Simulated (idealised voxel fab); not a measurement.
Module name: voxel ribs on slabs (process module)
185 nm wide, 5 nm square cells: that's cross-section cut.
Cross-section format: a grid of square cells, given as bands from top to bottom; each band is one or more rows of cells. What a band's entry tells you: where the top is and where the bottom is, as heights in nm, and after that what lies inside, material by material from left to right, each with its width in nm. Empty space is written as the word "blank", and a single material marked with the word "all across" occupies the band from edge to edge. Zero point of the height axis is 0; under it, received wafer = one material. Lowest band: continues down indefinitely, "0 -> down". Graded width ("30->40"): value in top row of band = first number; value in bottom row = second number; row-to-row change constant. Step marked "changes: none"? Then no cell in the cross-section changed in it. Empty spaces counting at least 8 cells and having no open way to the top are listed in "Enclosed cavities". The notation width x height at distance is used for each, the distance being from the left edge and all three values in nm. Whatever follows a step's settings on its line is a remark the simulator itself makes about that step. A step's line can hold "overlay nm"; with a mask on that step, the setting says how far right of the planned place the mask lay, while a negative setting says it lay to the left.

-- The process steps that were planned are listed below
1. RECEIVE with material Si
2. DIRECTIONAL_DEP with material SiO2, thk nm 25
3. DIRECTIONAL_DEP with material SiN, thk nm 15
4. PATTERN with tone cover, mask id RIB, material resist, width nm 30, thk nm 15, overlay nm 0
5. DIRECTIONAL_ETCH with etch materials SiN, depth nm 5
6. STRIP with etch materials resist
7. DIRECTIONAL_DEP with material aC, thk nm 10
8. PATTERN with tone cover, mask id SLAB, material resist, width nm 60, thk nm 25, overlay nm 0
9. DIRECTIONAL_ETCH with etch materials aC, depth nm 10
10. STRIP with etch materials resist
11. DIRECTIONAL_ETCH with etch materials SiN, depth nm 10
12. STRIP with etch materials aC
13. FILL_DEP with material SiO2, thk nm 25
14. CMP with height nm 60
15. DIRECTIONAL_DEP with material W, thk nm 5
16. PATTERN with tone cover, mask id HEATER, material resist, width nm 40, thk nm 15, overlay nm 0
17. DIRECTIONAL_ETCH with etch materials W, depth nm 5
18. STRIP with etch materials resist
19. CONFORMAL_DEP with material SiN, thk nm 10

-- Cross-section of the wafer at receipt, which is the condition after step 1
- 0 -> down: Si all across
- Enclosed cavities: none

-- Look at the cross-section after the module: the wafer started out the way shown above and the plan was the one shown above, yet one mistake was made along the way
- 75 -> 70: 60 nm blank  60 nm SiN  65 nm blank
- 70 -> 65: SiN all across
- 65 -> 60: 70 nm SiN  40 nm W  75 nm SiN
- 60 -> 40: SiO2 all across
- 40 -> 35: 80 nm SiO2  30 nm SiN  75 nm SiO2
- 35 -> 25: 60 nm SiO2  60 nm SiN  65 nm SiO2
- 25 -> 0: SiO2 all across
- 0 -> down: Si all across
- Enclosed cavities: none
Heads up, the wafer didn't run the way we planned it: note that step 4 departed from the planned setting and was carried out as PATTERN with tone cover, mask id RIB, material resist, width nm 30, thk nm 15, overlay nm 5
